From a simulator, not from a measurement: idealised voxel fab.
The process module that follows is named voxel self aligned vias.
cross-section cut | 165 nm wide | cells 5 nm
In what follows, cross-sections appear as grids of square cells, described through bands that run from the top down, where every band is one or more rows of cells.
It is stipulated that each band's entry specify, in nanometres, the height of the top of the band and then that of its bottom, followed by the materials of the band in left-to-right sequence, each together with its width in nanometres. A single material marked by the word "all across" is understood to fill the band from edge to edge; the word "air" is understood to denote empty space.
Heights are reckoned from 0. Under this level, the received wafer is all of one material. The bottommost band is open-ended downward, for example "0 and below".
Think of "30..40" as a width that walks from the first number to the second as you go down the band, top row to bottom row, taking equal-sized steps from row to row.
No cell of the cross-section changed in a step that is given as "nothing got changed".
The entry titled "Enclosed voids" provides the empty spaces that have no open way to the top, restricted to those of 8 cells or more. Each is presented as width x height at distance, the distance being measured from the left edge, with all three in nm.
Anything after a step's settings on that line? It's the simulator's own note about the step.
Regarding "overlay nm": on a step with a mask, it is the distance the mask lay to the right of its planned place; a negative value places it to the left.

plan
1: RECEIVE, material Si
2: CONFORMAL_DEP, material SiO2, thk nm 15
3: CONFORMAL_DEP, material SiCN, thk nm 5
4: DIRECTIONAL_DEP, material lowk, thk nm 30
5: PATTERN, tone open, mask id LINES, material resist, width nm 30, pitch nm 80, thk nm 20, overlay nm 0
6: DIRECTIONAL_ETCH, etch materials lowk, depth nm 30
7: STRIP, etch materials resist
8: CONFORMAL_DEP, material TiN, thk nm 5
9: FILL_DEP, material W, thk nm 10
10: CMP, height nm 50
11: SELECTIVE_ETCH, etch materials W Ru TiN, depth nm 10
12: FILL_DEP, material SiN, thk nm 5
13: CMP, height nm 50
14: DIRECTIONAL_DEP, material lowk, thk nm 20
15: DIRECTIONAL_DEP, material aC, thk nm 10
16: PATTERN, tone open, mask id VIAS, material resist, width nm 50, pitch nm 80, thk nm 30, overlay nm 0
17: DIRECTIONAL_ETCH, etch materials aC, depth nm 10
18: STRIP, etch materials resist
19: DIRECTIONAL_ETCH, etch materials lowk, depth nm 20
20: DIRECTIONAL_ETCH, etch materials SiN, depth nm 10
21: STRIP, etch materials aC
22: CONFORMAL_DEP, material TiN, thk nm 5
23: FILL_DEP, material W, thk nm 10
24: CMP, height nm 70
25: CONFORMAL_DEP, material SiCN, thk nm 5

Step 1 complete: cross-section of the wafer as received
0 and below = Si all across
Enclosed voids: none

Cross-sectional image of the first of two wafers at the end of the module, the run having proceeded as planned
75 down to 70 = SiCN all across
70 down to 55 = lowk 15 nm  TiN 5 nm  W 40 nm  TiN 5 nm  lowk 30 nm  TiN 5 nm  W 40 nm  TiN 5 nm  lowk 20 nm
55 down to 45 = lowk 15..25 nm  TiN 15..5 nm  W 20 nm  TiN 15..5 nm  lowk 30..50 nm  TiN 15..5 nm  W 20 nm  TiN 15..5 nm  lowk 20..30 nm
45 down to 40 = lowk 25 nm  TiN 30 nm  lowk 50 nm  TiN 30 nm  lowk 30 nm
40 down to 25 = lowk 25 nm  TiN 5 nm  W 20 nm  TiN 5 nm  lowk 50 nm  TiN 5 nm  W 20 nm  TiN 5 nm  lowk 30 nm
25 down to 20 = lowk 25 nm  TiN 30 nm  lowk 50 nm  TiN 30 nm  lowk 30 nm
20 down to 15 = SiCN all across
15 down to 0 = SiO2 all across
0 and below = Si all across
Enclosed voids: none

End of module, second wafer, cross-section. Started like the first, planned like the first, run with one mistake
75 down to 70 = SiCN all across
70 down to 50 = lowk 15 nm  TiN 5 nm  W 40 nm  TiN 5 nm  lowk 30 nm  TiN 5 nm  W 40 nm  TiN 5 nm  lowk 20 nm
50 down to 45 = SiN 15 nm  TiN 15 nm  W 20 nm  TiN 15 nm  SiN 30 nm  TiN 15 nm  W 20 nm  TiN 15 nm  SiN 20 nm
45 down to 40 = lowk 25 nm  TiN 30 nm  lowk 50 nm  TiN 30 nm  lowk 30 nm
40 down to 20 = lowk 25 nm  TiN 5 nm  W 20 nm  TiN 5 nm  lowk 50 nm  TiN 5 nm  W 20 nm  TiN 5 nm  lowk 30 nm
20 down to 15 = lowk 25 nm  TiN 30 nm  lowk 50 nm  TiN 30 nm  lowk 30 nm
15 down to 0 = SiO2 all across
0 and below = Si all across
Enclosed voids: none
Nonconformance to the process plan: plan step 3: skipped, not run
In the final state, the cell counts of the second wafer exceed or fall short of those of the first for the following materials: 33 fewer of SiCN | 13 more of SiN | 4 more of TiN | 16 more of W
